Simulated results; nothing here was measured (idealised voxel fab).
process module | voxel gate over fins
cross-section cut | 265 nm wide | cells 5 nm
A cross-section is a grid of square cells, given in bands from the top down. A band is one or more rows of cells.
Each band's line starts with the height of the band's top and of its bottom, in nm. Then come its materials from left to right, each with its width in nm. One material with "throughout" fills the band from edge to edge. "air" is empty space.
Height 0 is the level under which the wafer as received is all one material. The lowest band goes on downwards, as in "0 down".
A width such as "30 to 40" changes by the same amount from each row of cells to the next, from the band's top row to its bottom row.
"no change" after a step means that no cell of the cross-section changed.
closed voids: empty space of 8 cells or more with no open way to the top, each as width x height at its distance from the left edge, in nm
after a step's settings: what the simulator itself notes on the step
overlay nm, on a step with a mask: how far to the right of its planned place the mask lay; to the left if negative
plan
1 op RECEIVE | material Si
2 op CONFORMAL_DEP | material SiN | thk nm 10
3 op MASKED_ETCH | tone cover | mask id FINS | width nm 15 | pitch nm 40 | etch materials SiN | depth nm 10 | overlay nm 0
4 op MASKED_ETCH | tone cover | mask id FINS | width nm 15 | pitch nm 40 | etch materials Si | depth nm 35 | overlay nm 0
5 op FILL_DEP | material SiO2 | thk nm 5
6 op CMP | height nm 0
7 op SELECTIVE_ETCH | etch materials SiO2 | depth nm 20
8 op STRIP | etch materials SiN
9 op CONFORMAL_DEP | material HfO2 | thk nm 5
10 op CONFORMAL_DEP | material TiN | thk nm 5
11 op FILL_DEP | material W | thk nm 10
12 op CMP | height nm 15
13 op CONFORMAL_DEP | material SiCN | thk nm 5
varied across the wafers: height nm of step 6. The plan shows the first wafer's value. All wafers start alike
first wafer as received, after step 1
  0 down: Si throughout
  closed voids: none
each wafer at the end: cells of each material gained (+) or lost (-) since it was received, then its closed voids
height nm 0 | +85 HfO2 | -287 Si | +53 SiCN | +123 SiO2 | +85 TiN | +153 W | closed voids: none
height nm 5 | +77 HfO2 | -287 Si | +53 SiCN | +164 SiO2 | +77 TiN | +128 W | closed voids: none
height nm 10 | +69 HfO2 | -287 Si | +53 SiCN | +205 SiO2 | +69 TiN | +103 W | closed voids: none
height nm 15 | +61 HfO2 | -287 Si | +53 SiCN | +246 SiO2 | +61 TiN | +78 W | closed voids: none
